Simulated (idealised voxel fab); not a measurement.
process module | voxel quadruple lines
cross-section cut | 245 nm wide | cells 5 nm
A cross-section is a grid of square cells, given in bands from the top down. A band is one or more rows of cells.
Each band's line starts with the height of the band's top and of its bottom, in nm. Then come its materials from left to right, each with its width in nm. One material with "throughout" fills the band from edge to edge. "air" is empty space.
Height 0 is the level under which the wafer as received is all one material. The lowest band goes on downwards, as in "0 down".
A width such as "30 to 40" changes by the same amount from each row of cells to the next, from the band's top row to its bottom row.
"no change" after a step means that no cell of the cross-section changed.
closed voids: empty space of 8 cells or more with no open way to the top, each as width x height at its distance from the left edge, in nm
after a step's settings: what the simulator itself notes on the step
overlay nm, on a step with a mask: how far to the right of its planned place the mask lay; to the left if negative
plan
1 op RECEIVE | material Si
2 op CONFORMAL_DEP | material Al2O3 | thk nm 5
3 op DIRECTIONAL_DEP | material TiN | thk nm 10
4 op DIRECTIONAL_DEP | material polySi | thk nm 20
5 op DIRECTIONAL_DEP | material aC | thk nm 25
6 op PATTERN | tone cover | mask id MANDREL | material resist | width nm 35 | pitch nm 100 | thk nm 30 | overlay nm 0
7 op DIRECTIONAL_ETCH | etch materials aC | depth nm 25
8 op STRIP | etch materials resist
9 op CONFORMAL_DEP | material SiO2 | thk nm 15
10 op DIRECTIONAL_ETCH | etch materials SiO2 | depth nm 15
11 op STRIP | etch materials aC
12 op DIRECTIONAL_ETCH | etch materials polySi | depth nm 20
13 op STRIP | etch materials SiO2
14 op CONFORMAL_DEP | material SiCN | thk nm 10
15 op DIRECTIONAL_ETCH | etch materials SiCN | depth nm 10
16 op STRIP | etch materials polySi
17 op DIRECTIONAL_ETCH | etch materials TiN | depth nm 10
18 op STRIP | etch materials SiCN
as received, after step 1
  0 down: Si throughout
  closed voids: none
a wafer at the end: this start, this plan, one mistake
  10 to 0: air 30 | TiN 10 | air 15 | TiN 10 | air 15 | TiN 10 | air 15 | TiN 10 | air 15 | TiN 10 | air 15 | TiN 10 | air 15 | TiN 10 | air 15 | TiN 10 | air 30
  0 down: Si throughout
  closed voids: none
what went wrong: step 2 was left out
